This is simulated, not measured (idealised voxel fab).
The following is a process module called voxel lift off.
cross-section cut | 140 nm wide | cells 5 nm
Cross-sections here: square-cell grids, written as top-down lists of bands, a band being one or more rows of cells. The band entry comprises the height of the band's top followed by the height of its bottom, expressed in nm, and subsequently the band's materials from left to right, each stated together with its width in nm. Where a single material is marked with the word "full width", that material fills the band from edge to edge. The word "blank" represents empty space. Basically, 0 is our baseline, since under it the wafer straight out of the box is all one material. The bottom band has no lower end and keeps on going down, so it looks like "0..down". The expression "30 to 40" gives the width at the extremes of the band, the first number at its top row of cells and the second at its bottom row, with the width changing by equal amounts from each row to the next in between. Any step labelled "all unchanged" changed none of the cells in the cross-section. You'll see "Enclosed void catalog" listing empty spaces that have no way open to the top, as long as they're 8 cells or more; the notation is width x height at distance, where the distance is from the left edge, and all of it is in nm. Formally, on a step line, whatever follows the settings is a remark that the simulator itself makes on the step. "overlay nm", when on a step's line for a step with a mask, measures how far to the right of its planned place the mask lay; a negative measure means to the left.
Process steps foreseen in the plan
| 1 | RECEIVE | material Si |
| 2 | CONFORMAL_DEP | material Al2O3 | thk nm 10 |
| 3 | PATTERN | tone open | mask id LINES | material resist | width nm 25 | pitch nm 40 | thk nm 20 | overlay nm 0 |
| 4 | DIRECTIONAL_DEP | material Ru | thk nm 10 |
| 5 | STRIP | etch materials resist |
| 6 | CONFORMAL_DEP | material SiO2 | thk nm 10 |
Wafer as received: cross-section following step 1
    0..down  Si full width
    Enclosed void catalog: none
Wafer at module end, in section. Began as above, planned as above, run with one mistake
    30..20  25 SiO2  5 blank  35 SiO2  5 blank  35 SiO2  5 blank  30 SiO2
    20..10  15 Ru  25 SiO2  15 Ru  25 SiO2  15 Ru  25 SiO2  20 Ru
    10..0  Al2O3 full width
    0..down  Si full width
    Enclosed void catalog: none
What was the processing mistake? step 3 ran with different settings than intended, the actual operation and settings being PATTERN | tone cover | mask id LINES | material resist | width nm 25 | pitch nm 40 | thk nm 20 | overlay nm 0
